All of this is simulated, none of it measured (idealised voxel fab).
You're looking at the process module voxel fin reveal.
The cross-section shown here is cut; it is 190 nm wide and divided into square cells measuring 5 nm on a side.
Square cells in a grid make up a cross-section in this document, and the grid is given as bands, listed from the top down, each one or more rows of cells.
Look at the band entry: it leads with the top's height and the bottom's height in nm. Then it lists the materials left to right, with a width in nm for each. The word "edge to edge" on a single material says that material fills the band edge to edge. The word "blank" is empty space.
The reference from which all heights are counted is 0, the level beneath which the as-received wafer is entirely one material; the lowest band, having no lower bound, proceeds downward and is written after the example "z 0 and below".
Read "30 to 40" as a graded width: first number on top, second number at the bottom, same change between each pair of neighbouring rows.
"no alteration" (step): cross-section cells unchanged, all of them.
Under "Non-vented voids" you'll find the enclosed gaps, the ones with no way out to the top, that are 8 cells or bigger; each reads width x height at distance, with distance counted from the left edge, everything in nm.
Anything after a step's settings on that line? It's the simulator's own note about the step.
Each step line may optionally specify "overlay nm", which for a step with a mask gives the rightward distance between the mask's planned place and where it lay, a negative value indicating the leftward direction.
Process steps - plan
step 1: op RECEIVE | material Si
step 2: op CONFORMAL_DEP | material SiN | thk nm 5
step 3: op MASKED_ETCH | tone cover | mask id FINS | width nm 15 | pitch nm 40 | etch materials SiN | depth nm 5 | overlay nm 0
step 4: op MASKED_ETCH | tone cover | mask id FINS | width nm 15 | pitch nm 40 | etch materials Si | depth nm 35 | overlay nm 0
step 5: op OXIDIZE | depth nm 5
step 6: op FILL_DEP | material SiO2 | thk nm 15
step 7: op CMP | height nm 5
step 8: op SELECTIVE_ETCH | etch materials SiO2 | depth nm 15
step 9: op STRIP | etch materials SiN
Wafer as received: cross-section following step 1
  z 0 and below  Si edge to edge
  Non-vented voids: none
The following cross-section depicts the wafer upon conclusion of the module. Processing commenced from the starting condition illustrated above and adhered to the plan illustrated above, save for one mistake in execution
  z 0 to -5  20 nm Si, then 25 nm blank, then 15 nm Si, then 25 nm blank, then 15 nm Si, then 25 nm blank, then 15 nm Si, then 25 nm blank, then 25 nm Si
  z -5 and below  Si edge to edge
  Non-vented voids: none
The mistake made against the process plan was this: step 3 went in with a setting other than planned; the actual run was op MASKED_ETCH | tone open | mask id FINS | width nm 15 | pitch nm 40 | etch materials SiN | depth nm 5 | overlay nm 0
